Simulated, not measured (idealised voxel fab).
This section sets out a process module, namely voxel trench capacitor.
We display cut, a cross-section 235 nm in width whose square cells are each 5 nm.
Think of the cross-section as a grid of square cells. We describe it in bands, top to bottom, and each band covers one or more rows of those cells.
For a band, the entry starts with two heights in nm, that of the top and then that of the bottom, and carries on with the band's materials in order from left to right, each alongside its width in nm; the word "everywhere" beside a single material means it fills the band edge to edge, and "empty" means empty space.
It should be noted that heights are counted from 0, beneath which the wafer as supplied is of one material throughout, and that the lowest band possesses no lower boundary but continues downward, as written in "0 and below".
It should be noted that a width expressed as "30..40" varies in equal increments from row to row of cells within the band, taking the value of the first number at the top row and that of the second number at the bottom row.
Given "nothing different" for a step, no cell of the cross-section differs between before and after that step.
This entry, "Trapped cavities", enumerates those empty regions of no fewer than 8 cells that possess no open connection to the top. Each region is reported in the form width x height at distance, the distance being taken from the left edge, with all three quantities expressed in nm.
after a step's settings: what the simulator itself notes on the step
The line of a step may include "overlay nm". On a step with a mask, this value is how far to the right of its planned place the mask lay. A negative value means the mask lay to the left.
# plan
1) RECEIVE [material Si]
2) CONFORMAL_DEP [material SiN] [thk nm 10]
3) MASKED_ETCH [tone open] [mask id TRENCH] [width nm 15] [pitch nm 45] [etch materials SiN] [depth nm 10] [overlay nm 0]
4) MASKED_ETCH [tone open] [mask id TRENCH] [width nm 15] [pitch nm 45] [etch materials Si] [depth nm 25] [overlay nm 0]
5) CONFORMAL_DEP [material SiO2] [thk nm 5]
6) FILL_DEP [material polySi] [thk nm 5]
7) CMP [height nm 10]
# Cross-section of the wafer as it came to us, i.e., already through step 1
    0 and below | Si everywhere
    Trapped cavities: none
# Cross-section, end of module. Start: as above. Plan: as above. Execution: one mistake
    10 down to 5 | polySi 80 nm | SiO2 5 nm | SiN 15 nm | SiO2 5 nm | polySi 20 nm | SiO2 5 nm | SiN 15 nm | SiO2 5 nm | polySi 85 nm
    5 down to 0 | SiO2 85 nm | SiN 15 nm | SiO2 30 nm | SiN 15 nm | SiO2 90 nm
    0 and below | Si everywhere
    Trapped cavities: none
Against the plan, the run slipped here: step 3 ran as: MASKED_ETCH [tone cover] [mask id TRENCH] [width nm 15] [pitch nm 45] [etch materials SiN] [depth nm 10] [overlay nm 0]
